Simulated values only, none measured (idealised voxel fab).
process module | voxel spacer lines
Shown is cross-section cut, with a width of 250 nm and square cells of size 5 nm.
In this document a cross-section is written as a grid of square cells. It is given as a series of bands, listed from the top down, and a band is one or more rows of cells. The band entry comprises the height of the band's top followed by the height of its bottom, expressed in nm, and subsequently the band's materials from left to right, each stated together with its width in nm. Where a single material is marked with the word "edge to edge", that material fills the band from edge to edge. The word "blank" represents empty space. Where do heights start? At 0: under that level the wafer as delivered is made of one material only. And the lowest band has no floor; it just carries on downward, as in "top 0, no bottom". A two-number width, for instance "30..40", indicates that the width is equal to the first number in the top row of the band and to the second number in the bottom row, and that it changes by a constant amount per row of cells. You'll sometimes find "remains unaltered" written for a step, and that's the way of saying that nowhere in the cross-section did a cell change during that step. "Sealed-off cavities" specifies each empty space that is not open to the top and that occupies no fewer than 8 cells, using the form width x height at distance, the distance measured from the left edge and all three quantities in nm. On a step's line, text after the settings is the simulator commenting on that step. What "overlay nm" on a step's line means: if the step has a mask, that mask lay this far to the right of its planned place, or, when the value is negative, to the left. Every pair from here on: before one process step, after it. The after cross-section reaches only to the lowest band that changed. Below the pair: the step in between and its settings. Pairs can belong to different runs of this module on the same starting wafer; a pair carries on from the pair above only if the entry headed "Pre-step condition" says so.

Pre-step condition
- top 0, no bottom: Si edge to edge
- Sealed-off cavities: none

Cut View, Post-Step
- top 10, bottom 0: SiO2 edge to edge
- Rest of section, below 0: as before.
- Sealed-off cavities: none
Step sandwiched between the two cross-sections above: CONFORMAL_DEP with material SiO2, thk nm 10

Pre-step condition: the after view from the pair directly above serves as the before view here.

Cut View, Post-Step
- top 25, bottom 10: TiN edge to edge
- Rest of section, below 10: as before.
- Sealed-off cavities: none
Step sandwiched between the two cross-sections above: DIRECTIONAL_DEP with material TiN, thk nm 15

Pre-step condition: the after view from the pair directly above serves as the before view here.

Cut View, Post-Step
- top 55, bottom 25: aC edge to edge
- Rest of section, below 25: as before.
- Sealed-off cavities: none
Step sandwiched between the two cross-sections above: DIRECTIONAL_DEP with material aC, thk nm 30

Pre-step condition: the after view from the pair directly above serves as the before view here.

Cut View, Post-Step
- top 90, bottom 55: blank (70) | resist (25) | blank (55) | resist (25) | blank (75)
- Rest of section, below 55: as before.
- Sealed-off cavities: none
Step sandwiched between the two cross-sections above: PATTERN with tone cover, mask id MANDREL, material resist, width nm 25, pitch nm 80, thk nm 35, overlay nm 0

Pre-step condition: the after view from the pair directly above serves as the before view here.

Cut View, Post-Step
- top 60, bottom 55: blank (70) | resist (25) | blank (55) | resist (25) | blank (75)
- top 55, bottom 25: blank (70) | aC (25) | blank (55) | aC (25) | blank (75)
- Rest of section, below 25: as before.
- Sealed-off cavities: none
Step sandwiched between the two cross-sections above: DIRECTIONAL_ETCH with etch materials aC, depth nm 30

Pre-step condition: the after view from the pair directly above serves as the before view here.

Cut View, Post-Step
- top 55, bottom 25: blank (70) | aC (25) | blank (55) | aC (25) | blank (75)
- Rest of section, below 25: as before.
- Sealed-off cavities: none
Step sandwiched between the two cross-sections above: STRIP with etch materials resist

Pre-step condition: the after view from the pair directly above serves as the before view here.

Cut View, Post-Step
- top 70, bottom 55: blank (55) | SiN (55) | blank (25) | SiN (55) | blank (60)
- top 55, bottom 40: blank (55) | SiN (15) | aC (25) | SiN (15) | blank (25) | SiN (15) | aC (25) | SiN (15) | blank (60)
- top 40, bottom 25: SiN (70) | aC (25) | SiN (55) | aC (25) | SiN (75)
- Rest of section, below 25: as before.
- Sealed-off cavities: none
Step sandwiched between the two cross-sections above: CONFORMAL_DEP with material SiN, thk nm 15

Pre-step condition: the after view from the pair directly above serves as the before view here.

Cut View, Post-Step
- top 55, bottom 25: blank (55) | SiN (15) | aC (25) | SiN (15) | blank (25) | SiN (15) | aC (25) | SiN (15) | blank (60)
- Rest of section, below 25: as before.
- Sealed-off cavities: none
Step sandwiched between the two cross-sections above: DIRECTIONAL_ETCH with etch materials SiN, depth nm 15

Pre-step condition: the after view from the pair directly above serves as the before view here.

Cut View, Post-Step
- top 55, bottom 25: blank (55) | SiN (15) | blank (25) | SiN (15) | blank (25) | SiN (15) | blank (25) | SiN (15) | blank (60)
- Rest of section, below 25: as before.
- Sealed-off cavities: none
Step sandwiched between the two cross-sections above: STRIP with etch materials aC

Pre-step condition: the after view from the pair directly above serves as the before view here.

Cut View, Post-Step
- top 55, bottom 25: blank (55) | SiN (15) | blank (25) | SiN (15) | blank (25) | SiN (15) | blank (25) | SiN (15) | blank (60)
- top 25, bottom 10: blank (55) | TiN (15) | blank (25) | TiN (15) | blank (25) | TiN (15) | blank (25) | TiN (15) | blank (60)
- Rest of section, below 10: as before.
- Sealed-off cavities: none
Step sandwiched between the two cross-sections above: DIRECTIONAL_ETCH with etch materials TiN, depth nm 15

Pre-step condition: the after view from the pair directly above serves as the before view here.

Cut View, Post-Step
- top 25, bottom 10: blank (55) | TiN (15) | blank (25) | TiN (15) | blank (25) | TiN (15) | blank (25) | TiN (15) | blank (60)
- Rest of section, below 10: as before.
- Sealed-off cavities: none
Step sandwiched between the two cross-sections above: STRIP with etch materials SiN

Pre-step condition
- top 0, no bottom: Si edge to edge
- Sealed-off cavities: none

Cut View, Post-Step
- top 15, bottom 0: TiN edge to edge
- Rest of section, below 0: as before.
- Sealed-off cavities: none
Step sandwiched between the two cross-sections above: DIRECTIONAL_DEP with material TiN, thk nm 15

Pre-step condition: the after view from the pair directly above serves as the before view here.

Cut View, Post-Step
- top 45, bottom 15: aC edge to edge
- Rest of section, below 15: as before.
- Sealed-off cavities: none
Step sandwiched between the two cross-sections above: DIRECTIONAL_DEP with material aC, thk nm 30

Pre-step condition: the after view from the pair directly above serves as the before view here.

Cut View, Post-Step
- top 80, bottom 45: blank (70) | resist (25) | blank (55) | resist (25) | blank (75)
- Rest of section, below 45: as before.
- Sealed-off cavities: none
Step sandwiched between the two cross-sections above: PATTERN with tone cover, mask id MANDREL, material resist, width nm 25, pitch nm 80, thk nm 35, overlay nm 0

Pre-step condition: the after view from the pair directly above serves as the before view here.

Cut View, Post-Step
- top 50, bottom 45: blank (70) | resist (25) | blank (55) | resist (25) | blank (75)
- top 45, bottom 15: blank (70) | aC (25) | blank (55) | aC (25) | blank (75)
- Rest of section, below 15: as before.
- Sealed-off cavities: none
Step sandwiched between the two cross-sections above: DIRECTIONAL_ETCH with etch materials aC, depth nm 30

Pre-step condition: the after view from the pair directly above serves as the before view here.

Cut View, Post-Step
- top 45, bottom 15: blank (70) | aC (25) | blank (55) | aC (25) | blank (75)
- Rest of section, below 15: as before.
- Sealed-off cavities: none
Step sandwiched between the two cross-sections above: STRIP with etch materials resist

Pre-step condition: the after view from the pair directly above serves as the before view here.

Cut View, Post-Step
- top 60, bottom 45: blank (55) | SiN (55) | blank (25) | SiN (55) | blank (60)
- top 45, bottom 30: blank (55) | SiN (15) | aC (25) | SiN (15) | blank (25) | SiN (15) | aC (25) | SiN (15) | blank (60)
- top 30, bottom 15: SiN (70) | aC (25) | SiN (55) | aC (25) | SiN (75)
- Rest of section, below 15: as before.
- Sealed-off cavities: none
Step sandwiched between the two cross-sections above: CONFORMAL_DEP with material SiN, thk nm 15

Pre-step condition: the after view from the pair directly above serves as the before view here.

Cut View, Post-Step
- top 45, bottom 15: blank (55) | SiN (15) | aC (25) | SiN (15) | blank (25) | SiN (15) | aC (25) | SiN (15) | blank (60)
- Rest of section, below 15: as before.
- Sealed-off cavities: none
Step sandwiched between the two cross-sections above: DIRECTIONAL_ETCH with etch materials SiN, depth nm 15

Pre-step condition: the after view from the pair directly above serves as the before view here.

Cut View, Post-Step
- top 45, bottom 15: blank (55) | SiN (15) | blank (25) | SiN (15) | blank (25) | SiN (15) | blank (25) | SiN (15) | blank (60)
- Rest of section, below 15: as before.
- Sealed-off cavities: none
Step sandwiched between the two cross-sections above: STRIP with etch materials aC

Pre-step condition: the after view from the pair directly above serves as the before view here.

Cut View, Post-Step
- top 45, bottom 15: blank (55) | SiN (15) | blank (25) | SiN (15) | blank (25) | SiN (15) | blank (25) | SiN (15) | blank (60)
- top 15, bottom 0: blank (55) | TiN (15) | blank (25) | TiN (15) | blank (25) | TiN (15) | blank (25) | TiN (15) | blank (60)
- Rest of section, below 0: as before.
- Sealed-off cavities: none
Step sandwiched between the two cross-sections above: DIRECTIONAL_ETCH with etch materials TiN, depth nm 15

Pre-step condition: the after view from the pair directly above serves as the before view here.

Cut View, Post-Step
- top 15, bottom 0: blank (55) | TiN (15) | blank (25) | TiN (15) | blank (25) | TiN (15) | blank (25) | TiN (15) | blank (60)
- Rest of section, below 0: as before.
- Sealed-off cavities: none
Step sandwiched between the two cross-sections above: STRIP with etch materials SiN

Pre-step condition
- top 25, bottom 10: TiN edge to edge
- top 10, bottom 0: SiO2 edge to edge
- top 0, no bottom: Si edge to edge
- Sealed-off cavities: none

Cut View, Post-Step
- top 40, bottom 10: TiN edge to edge
- Rest of section, below 10: as before.
- Sealed-off cavities: none
Step sandwiched between the two cross-sections above: DIRECTIONAL_DEP with material TiN, thk nm 15

Pre-step condition: the after view from the pair directly above serves as the before view here.

Cut View, Post-Step
- top 70, bottom 40: aC edge to edge
- Rest of section, below 40: as before.
- Sealed-off cavities: none
Step sandwiched between the two cross-sections above: DIRECTIONAL_DEP with material aC, thk nm 30

Pre-step condition: the after view from the pair directly above serves as the before view here.

Cut View, Post-Step
- top 105, bottom 70: blank (70) | resist (25) | blank (55) | resist (25) | blank (75)
- Rest of section, below 70: as before.
- Sealed-off cavities: none
Step sandwiched between the two cross-sections above: PATTERN with tone cover, mask id MANDREL, material resist, width nm 25, pitch nm 80, thk nm 35, overlay nm 0

Pre-step condition: the after view from the pair directly above serves as the before view here.

Cut View, Post-Step
- top 75, bottom 70: blank (70) | resist (25) | blank (55) | resist (25) | blank (75)
- top 70, bottom 40: blank (70) | aC (25) | blank (55) | aC (25) | blank (75)
- Rest of section, below 40: as before.
- Sealed-off cavities: none
Step sandwiched between the two cross-sections above: DIRECTIONAL_ETCH with etch materials aC, depth nm 30

Pre-step condition: the after view from the pair directly above serves as the before view here.

Cut View, Post-Step
- top 70, bottom 40: blank (70) | aC (25) | blank (55) | aC (25) | blank (75)
- Rest of section, below 40: as before.
- Sealed-off cavities: none
Step sandwiched between the two cross-sections above: STRIP with etch materials resist

Pre-step condition: the after view from the pair directly above serves as the before view here.

Cut View, Post-Step
- top 85, bottom 70: blank (55) | SiN (55) | blank (25) | SiN (55) | blank (60)
- top 70, bottom 55: blank (55) | SiN (15) | aC (25) | SiN (15) | blank (25) | SiN (15) | aC (25) | SiN (15) | blank (60)
- top 55, bottom 40: SiN (70) | aC (25) | SiN (55) | aC (25) | SiN (75)
- Rest of section, below 40: as before.
- Sealed-off cavities: none
Step sandwiched between the two cross-sections above: CONFORMAL_DEP with material SiN, thk nm 15

Pre-step condition: the after view from the pair directly above serves as the before view here.

Cut View, Post-Step
- top 70, bottom 40: blank (55) | SiN (15) | aC (25) | SiN (15) | blank (25) | SiN (15) | aC (25) | SiN (15) | blank (60)
- Rest of section, below 40: as before.
- Sealed-off cavities: none
Step sandwiched between the two cross-sections above: DIRECTIONAL_ETCH with etch materials SiN, depth nm 15

Pre-step condition: the after view from the pair directly above serves as the before view here.

Cut View, Post-Step
- top 70, bottom 40: blank (55) | SiN (15) | blank (25) | SiN (15) | blank (25) | SiN (15) | blank (25) | SiN (15) | blank (60)
- Rest of section, below 40: as before.
- Sealed-off cavities: none
Step sandwiched between the two cross-sections above: STRIP with etch materials aC

Pre-step condition: the after view from the pair directly above serves as the before view here.

Cut View, Post-Step
- top 70, bottom 40: blank (55) | SiN (15) | blank (25) | SiN (15) | blank (25) | SiN (15) | blank (25) | SiN (15) | blank (60)
- top 40, bottom 25: blank (55) | TiN (15) | blank (25) | TiN (15) | blank (25) | TiN (15) | blank (25) | TiN (15) | blank (60)
- Rest of section, below 25: as before.
- Sealed-off cavities: none
Step sandwiched between the two cross-sections above: DIRECTIONAL_ETCH with etch materials TiN, depth nm 15

Pre-step condition: the after view from the pair directly above serves as the before view here.

Cut View, Post-Step
- top 40, bottom 25: blank (55) | TiN (15) | blank (25) | TiN (15) | blank (25) | TiN (15) | blank (25) | TiN (15) | blank (60)
- Rest of section, below 25: as before.
- Sealed-off cavities: none
Step sandwiched between the two cross-sections above: STRIP with etch materials SiN

Pre-step condition
- top 10, bottom 0: SiO2 edge to edge
- top 0, no bottom: Si edge to edge
- Sealed-off cavities: none

Cut View, Post-Step
- top 40, bottom 10: aC edge to edge
- Rest of section, below 10: as before.
- Sealed-off cavities: none
Step sandwiched between the two cross-sections above: DIRECTIONAL_DEP with material aC, thk nm 30

Pre-step condition: the after view from the pair directly above serves as the before view here.

Cut View, Post-Step
- top 55, bottom 40: TiN edge to edge
- Rest of section, below 40: as before.
- Sealed-off cavities: none
Step sandwiched between the two cross-sections above: DIRECTIONAL_DEP with material TiN, thk nm 15

Pre-step condition: the after view from the pair directly above serves as the before view here.

Cut View, Post-Step
- top 90, bottom 55: blank (70) | resist (25) | blank (55) | resist (25) | blank (75)
- Rest of section, below 55: as before.
- Sealed-off cavities: none
Step sandwiched between the two cross-sections above: PATTERN with tone cover, mask id MANDREL, material resist, width nm 25, pitch nm 80, thk nm 35, overlay nm 0

Pre-step condition: the after view from the pair directly above serves as the before view here.

Cut View, Post-Step
- top 60, bottom 55: blank (70) | resist (25) | blank (55) | resist (25) | blank (75)
- Rest of section, below 55: as before.
- Sealed-off cavities: none
Step sandwiched between the two cross-sections above: DIRECTIONAL_ETCH with etch materials aC, depth nm 30

Pre-step condition: the after view from the pair directly above serves as the before view here.

Cut View, Post-Step
- top 55, bottom 40: TiN edge to edge
- Rest of section, below 40: as before.
- Sealed-off cavities: none
Step sandwiched between the two cross-sections above: STRIP with etch materials resist

Pre-step condition: the after view from the pair directly above serves as the before view here.

Cut View, Post-Step
- top 70, bottom 55: SiN edge to edge
- Rest of section, below 55: as before.
- Sealed-off cavities: none
Step sandwiched between the two cross-sections above: CONFORMAL_DEP with material SiN, thk nm 15

Pre-step condition: the after view from the pair directly above serves as the before view here.

Cut View, Post-Step
- top 55, bottom 40: TiN edge to edge
- Rest of section, below 40: as before.
- Sealed-off cavities: none
Step sandwiched between the two cross-sections above: DIRECTIONAL_ETCH with etch materials SiN, depth nm 15

Pre-step condition: the after view from the pair directly above serves as the before view here.

Cut View, Post-Step
- top 40, bottom 10: aC edge to edge
- Rest of section, below 10: as before.
- Sealed-off cavities: none
Step sandwiched between the two cross-sections above: DIRECTIONAL_ETCH with etch materials TiN, depth nm 15

Pre-step condition
- top 55, bottom 25: blank (55) | SiN (15) | blank (25) | SiN (15) | blank (25) | SiN (15) | blank (25) | SiN (15) | blank (60)
- top 25, bottom 10: TiN edge to edge
- top 10, bottom 0: SiO2 edge to edge
- top 0, no bottom: Si edge to edge
- Sealed-off cavities: none

Cut View, Post-Step
- top 55, bottom 25: blank (55) | SiN (15) | blank (25) | SiN (15) | blank (25) | SiN (15) | blank (25) | SiN (15) | blank (60)
- top 25, bottom 20: blank (55) | TiN (15) | blank (25) | TiN (15) | blank (25) | TiN (15) | blank (25) | TiN (15) | blank (60)
- Rest of section, below 20: as before.
- Sealed-off cavities: none
Step sandwiched between the two cross-sections above: DIRECTIONAL_ETCH with etch materials TiN, depth nm 5

Pre-step condition: the after view from the pair directly above serves as the before view here.

Cut View, Post-Step
- top 25, bottom 20: blank (55) | TiN (15) | blank (25) | TiN (15) | blank (25) | TiN (15) | blank (25) | TiN (15) | blank (60)
- Rest of section, below 20: as before.
- Sealed-off cavities: none
Step sandwiched between the two cross-sections above: STRIP with etch materials SiN

Pre-step condition
- top 55, bottom 25: aC edge to edge
- top 25, bottom 10: TiN edge to edge
- top 10, bottom 0: SiO2 edge to edge
- top 0, no bottom: Si edge to edge
- Sealed-off cavities: none

Cut View, Post-Step
- top 90, bottom 55: blank (75) | resist (20) | blank (60) | resist (20) | blank (75)
- Rest of section, below 55: as before.
- Sealed-off cavities: none
Step sandwiched between the two cross-sections above: PATTERN with tone cover, mask id MANDREL, material resist, width nm 20, pitch nm 80, thk nm 35, overlay nm 0

Pre-step condition: the after view from the pair directly above serves as the before view here.

Cut View, Post-Step
- top 60, bottom 55: blank (75) | resist (20) | blank (60) | resist (20) | blank (75)
- top 55, bottom 25: blank (75) | aC (20) | blank (60) | aC (20) | blank (75)
- Rest of section, below 25: as before.
- Sealed-off cavities: none
Step sandwiched between the two cross-sections above: DIRECTIONAL_ETCH with etch materials aC, depth nm 30

Pre-step condition: the after view from the pair directly above serves as the before view here.

Cut View, Post-Step
- top 55, bottom 25: blank (75) | aC (20) | blank (60) | aC (20) | blank (75)
- Rest of section, below 25: as before.
- Sealed-off cavities: none
Step sandwiched between the two cross-sections above: STRIP with etch materials resist

Pre-step condition: the after view from the pair directly above serves as the before view here.

Cut View, Post-Step
- top 70, bottom 55: blank (60) | SiN (50) | blank (30) | SiN (50) | blank (60)
- top 55, bottom 40: blank (60) | SiN (15) | aC (20) | SiN (15) | blank (30) | SiN (15) | aC (20) | SiN (15) | blank (60)
- top 40, bottom 25: SiN (75) | aC (20) | SiN (60) | aC (20) | SiN (75)
- Rest of section, below 25: as before.
- Sealed-off cavities: none
Step sandwiched between the two cross-sections above: CONFORMAL_DEP with material SiN, thk nm 15

Pre-step condition: the after view from the pair directly above serves as the before view here.

Cut View, Post-Step
- top 55, bottom 25: blank (60) | SiN (15) | aC (20) | SiN (15) | blank (30) | SiN (15) | aC (20) | SiN (15) | blank (60)
- Rest of section, below 25: as before.
- Sealed-off cavities: none
Step sandwiched between the two cross-sections above: DIRECTIONAL_ETCH with etch materials SiN, depth nm 15

Pre-step condition: the after view from the pair directly above serves as the before view here.

Cut View, Post-Step
- top 55, bottom 25: blank (60) | SiN (15) | blank (20) | SiN (15) | blank (30) | SiN (15) | blank (20) | SiN (15) | blank (60)
- Rest of section, below 25: as before.
- Sealed-off cavities: none
Step sandwiched between the two cross-sections above: STRIP with etch materials aC

Pre-step condition: the after view from the pair directly above serves as the before view here.

Cut View, Post-Step
- top 55, bottom 25: blank (60) | SiN (15) | blank (20) | SiN (15) | blank (30) | SiN (15) | blank (20) | SiN (15) | blank (60)
- top 25, bottom 10: blank (60) | TiN (15) | blank (20) | TiN (15) | blank (30) | TiN (15) | blank (20) | TiN (15) | blank (60)
- Rest of section, below 10: as before.
- Sealed-off cavities: none
Step sandwiched between the two cross-sections above: DIRECTIONAL_ETCH with etch materials TiN, depth nm 15

Pre-step condition: the after view from the pair directly above serves as the before view here.

Cut View, Post-Step
- top 25, bottom 10: blank (60) | TiN (15) | blank (20) | TiN (15) | blank (30) | TiN (15) | blank (20) | TiN (15) | blank (60)
- Rest of section, below 10: as before.
- Sealed-off cavities: none
Step sandwiched between the two cross-sections above: STRIP with etch materials SiN

Pre-step condition
- top 55, bottom 25: aC edge to edge
- top 25, bottom 10: TiN edge to edge
- top 10, bottom 0: SiO2 edge to edge
- top 0, no bottom: Si edge to edge
- Sealed-off cavities: none

Cut View, Post-Step
- top 90, bottom 55: blank (75) | resist (25) | blank (55) | resist (25) | blank (70)
- Rest of section, below 55: as before.
- Sealed-off cavities: none
Step sandwiched between the two cross-sections above: PATTERN with tone cover, mask id MANDREL, material resist, width nm 25, pitch nm 80, thk nm 35, overlay nm 5

Pre-step condition: the after view from the pair directly above serves as the before view here.

Cut View, Post-Step
- top 60, bottom 55: blank (75) | resist (25) | blank (55) | resist (25) | blank (70)
- top 55, bottom 25: blank (75) | aC (25) | blank (55) | aC (25) | blank (70)
- Rest of section, below 25: as before.
- Sealed-off cavities: none
Step sandwiched between the two cross-sections above: DIRECTIONAL_ETCH with etch materials aC, depth nm 30

Pre-step condition: the after view from the pair directly above serves as the before view here.

Cut View, Post-Step
- top 55, bottom 25: blank (75) | aC (25) | blank (55) | aC (25) | blank (70)
- Rest of section, below 25: as before.
- Sealed-off cavities: none
Step sandwiched between the two cross-sections above: STRIP with etch materials resist

Pre-step condition: the after view from the pair directly above serves as the before view here.

Cut View, Post-Step
- top 70, bottom 55: blank (60) | SiN (55) | blank (25) | SiN (55) | blank (55)
- top 55, bottom 40: blank (60) | SiN (15) | aC (25) | SiN (15) | blank (25) | SiN (15) | aC (25) | SiN (15) | blank (55)
- top 40, bottom 25: SiN (75) | aC (25) | SiN (55) | aC (25) | SiN (70)
- Rest of section, below 25: as before.
- Sealed-off cavities: none
Step sandwiched between the two cross-sections above: CONFORMAL_DEP with material SiN, thk nm 15

Pre-step condition: the after view from the pair directly above serves as the before view here.

Cut View, Post-Step
- top 55, bottom 25: blank (60) | SiN (15) | aC (25) | SiN (15) | blank (25) | SiN (15) | aC (25) | SiN (15) | blank (55)
- Rest of section, below 25: as before.
- Sealed-off cavities: none
Step sandwiched between the two cross-sections above: DIRECTIONAL_ETCH with etch materials SiN, depth nm 15

Pre-step condition: the after view from the pair directly above serves as the before view here.

Cut View, Post-Step
- top 55, bottom 25: blank (60) | SiN (15) | blank (25) | SiN (15) | blank (25) | SiN (15) | blank (25) | SiN (15) | blank (55)
- Rest of section, below 25: as before.
- Sealed-off cavities: none
Step sandwiched between the two cross-sections above: STRIP with etch materials aC

Pre-step condition: the after view from the pair directly above serves as the before view here.

Cut View, Post-Step
- top 55, bottom 25: blank (60) | SiN (15) | blank (25) | SiN (15) | blank (25) | SiN (15) | blank (25) | SiN (15) | blank (55)
- top 25, bottom 10: blank (60) | TiN (15) | blank (25) | TiN (15) | blank (25) | TiN (15) | blank (25) | TiN (15) | blank (55)
- Rest of section, below 10: as before.
- Sealed-off cavities: none
Step sandwiched between the two cross-sections above: DIRECTIONAL_ETCH with etch materials TiN, depth nm 15

Pre-step condition: the after view from the pair directly above serves as the before view here.

Cut View, Post-Step
- top 25, bottom 10: blank (60) | TiN (15) | blank (25) | TiN (15) | blank (25) | TiN (15) | blank (25) | TiN (15) | blank (55)
- Rest of section, below 10: as before.
- Sealed-off cavities: none
Step sandwiched between the two cross-sections above: STRIP with etch materials SiN

Pre-step condition
- top 55, bottom 25: blank (70) | aC (25) | blank (55) | aC (25) | blank (75)
- top 25, bottom 10: TiN edge to edge
- top 10, bottom 0: SiO2 edge to edge
- top 0, no bottom: Si edge to edge
- Sealed-off cavities: none

Cut View, Post-Step
- top 70, bottom 55: blank (55) | SiO2 (55) | blank (25) | SiO2 (55) | blank (60)
- top 55, bottom 40: blank (55) | SiO2 (15) | aC (25) | SiO2 (15) | blank (25) | SiO2 (15) | aC (25) | SiO2 (15) | blank (60)
- top 40, bottom 25: SiO2 (70) | aC (25) | SiO2 (55) | aC (25) | SiO2 (75)
- Rest of section, below 25: as before.
- Sealed-off cavities: none
Step sandwiched between the two cross-sections above: CONFORMAL_DEP with material SiO2, thk nm 15

Pre-step condition
- top 55, bottom 25: aC edge to edge
- top 25, bottom 10: TiN edge to edge
- top 10, bottom 0: SiO2 edge to edge
- top 0, no bottom: Si edge to edge
- Sealed-off cavities: none

Cut View, Post-Step
- top 90, bottom 55: resist (70) | blank (25) | resist (55) | blank (25) | resist (75)
- Rest of section, below 55: as before.
- Sealed-off cavities: none
Step sandwiched between the two cross-sections above: PATTERN with tone open, mask id MANDREL, material resist, width nm 25, pitch nm 80, thk nm 35, overlay nm 0

Pre-step condition: the after view from the pair directly above serves as the before view here.

Cut View, Post-Step
- top 60, bottom 55: resist (70) | blank (25) | resist (55) | blank (25) | resist (75)
- top 55, bottom 25: aC (70) | blank (25) | aC (55) | blank (25) | aC (75)
- Rest of section, below 25: as before.
- Sealed-off cavities: none
Step sandwiched between the two cross-sections above: DIRECTIONAL_ETCH with etch materials aC, depth nm 30

Pre-step condition: the after view from the pair directly above serves as the before view here.

Cut View, Post-Step
- top 55, bottom 25: aC (70) | blank (25) | aC (55) | blank (25) | aC (75)
- Rest of section, below 25: as before.
- Sealed-off cavities: none
Step sandwiched between the two cross-sections above: STRIP with etch materials resist

Pre-step condition: the after view from the pair directly above serves as the before view here.

Cut View, Post-Step
- top 70, bottom 55: SiN edge to edge
- top 55, bottom 25: aC (70) | SiN (25) | aC (55) | SiN (25) | aC (75)
- Rest of section, below 25: as before.
- Sealed-off cavities: none
Step sandwiched between the two cross-sections above: CONFORMAL_DEP with material SiN, thk nm 15

Pre-step condition: the after view from the pair directly above serves as the before view here.

Cut View, Post-Step
- top 55, bottom 25: aC (70) | SiN (25) | aC (55) | SiN (25) | aC (75)
- Rest of section, below 25: as before.
- Sealed-off cavities: none
Step sandwiched between the two cross-sections above: DIRECTIONAL_ETCH with etch materials SiN, depth nm 15

Pre-step condition: the after view from the pair directly above serves as the before view here.

Cut View, Post-Step
- top 55, bottom 25: blank (70) | SiN (25) | blank (55) | SiN (25) | blank (75)
- Rest of section, below 25: as before.
- Sealed-off cavities: none
Step sandwiched between the two cross-sections above: STRIP with etch materials aC

Pre-step condition: the after view from the pair directly above serves as the before view here.

Cut View, Post-Step
- top 55, bottom 25: blank (70) | SiN (25) | blank (55) | SiN (25) | blank (75)
- top 25, bottom 10: blank (70) | TiN (25) | blank (55) | TiN (25) | blank (75)
- Rest of section, below 10: as before.
- Sealed-off cavities: none
Step sandwiched between the two cross-sections above: DIRECTIONAL_ETCH with etch materials TiN, depth nm 15

Pre-step condition: the after view from the pair directly above serves as the before view here.

Cut View, Post-Step
- top 25, bottom 10: blank (70) | TiN (25) | blank (55) | TiN (25) | blank (75)
- Rest of section, below 10: as before.
- Sealed-off cavities: none
Step sandwiched between the two cross-sections above: STRIP with etch materials SiN
